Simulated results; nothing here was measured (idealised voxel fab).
process module | voxel gate over fins
cross-section cut | 165 nm wide | cells 5 nm
A cross-section is a grid of square cells, given in bands from the top down. A band is one or more rows of cells.
Each band's line starts with the height of the band's top and of its bottom, in nm. Then come its materials from left to right, each with its width in nm. One material with "throughout" fills the band from edge to edge. "air" is empty space.
Height 0 is the level under which the wafer as received is all one material. The lowest band goes on downwards, as in "0 down".
A width such as "30 to 40" changes by the same amount from each row of cells to the next, from the band's top row to its bottom row.
"no change" after a step means that no cell of the cross-section changed.
closed voids: empty space of 8 cells or more with no open way to the top, each as width x height at its distance from the left edge, in nm
after a step's settings: what the simulator itself notes on the step
overlay nm, on a step with a mask: how far to the right of its planned place the mask lay; to the left if negative
plan
1 op RECEIVE | material Si
2 op CONFORMAL_DEP | material SiN | thk nm 10
3 op PATTERN | tone cover | mask id FINS | material resist | width nm 15 | pitch nm 60 | thk nm 20 | overlay nm 0
4 op DIRECTIONAL_ETCH | etch materials SiN | depth nm 10
5 op DIRECTIONAL_ETCH | etch materials Si | depth nm 30
6 op STRIP | etch materials resist
7 op FILL_DEP | material SiO2 | thk nm 10
8 op CMP | height nm 10
9 op DIRECTIONAL_DEP | material aC | thk nm 15
10 op PATTERN | tone open | mask id RAIL | material resist | width nm 15 | thk nm 30 | overlay nm 0
11 op DIRECTIONAL_ETCH | etch materials aC | depth nm 15
12 op STRIP | etch materials resist
13 op DIRECTIONAL_ETCH | etch materials SiO2 | depth nm 35
14 op STRIP | etch materials aC
15 op CONFORMAL_DEP | material TiN | thk nm 5
16 op FILL_DEP | material Ru | thk nm 10
17 op CMP | height nm 10
18 op SELECTIVE_ETCH | etch materials W Ru TiN | depth nm 30
19 op FILL_DEP | material SiO2 | thk nm 5
20 op CMP | height nm 10
21 op SELECTIVE_ETCH | etch materials SiO2 | depth nm 20
22 op STRIP | etch materials SiN
23 op CONFORMAL_DEP | material HfO2 | thk nm 5
24 op CONFORMAL_DEP | material TiN | thk nm 5
25 op FILL_DEP | material W | thk nm 10
26 op CMP | height nm 15
27 op CONFORMAL_DEP | material SiCN | thk nm 5
varied across the wafers: width nm of step 10. The plan shows the first wafer's value. All wafers start alike
first wafer as received, after step 1
  0 down: Si throughout
  closed voids: none
each wafer at the end: cells of each material gained (+) or lost (-) since it was received, then its closed voids
width nm 15 | +41 HfO2 | -162 Si | +33 SiCN | +105 SiO2 | +44 TiN | +71 W | closed voids: none
width nm 20 | +41 HfO2 | -162 Si | +33 SiCN | +104 SiO2 | +45 TiN | +71 W | closed voids: none
width nm 25 | +41 HfO2 | -162 Si | +33 SiCN | +103 SiO2 | +46 TiN | +71 W | closed voids: none
width nm 30 | +41 HfO2 | -162 Si | +33 SiCN | +102 SiO2 | +47 TiN | +71 W | closed voids: none
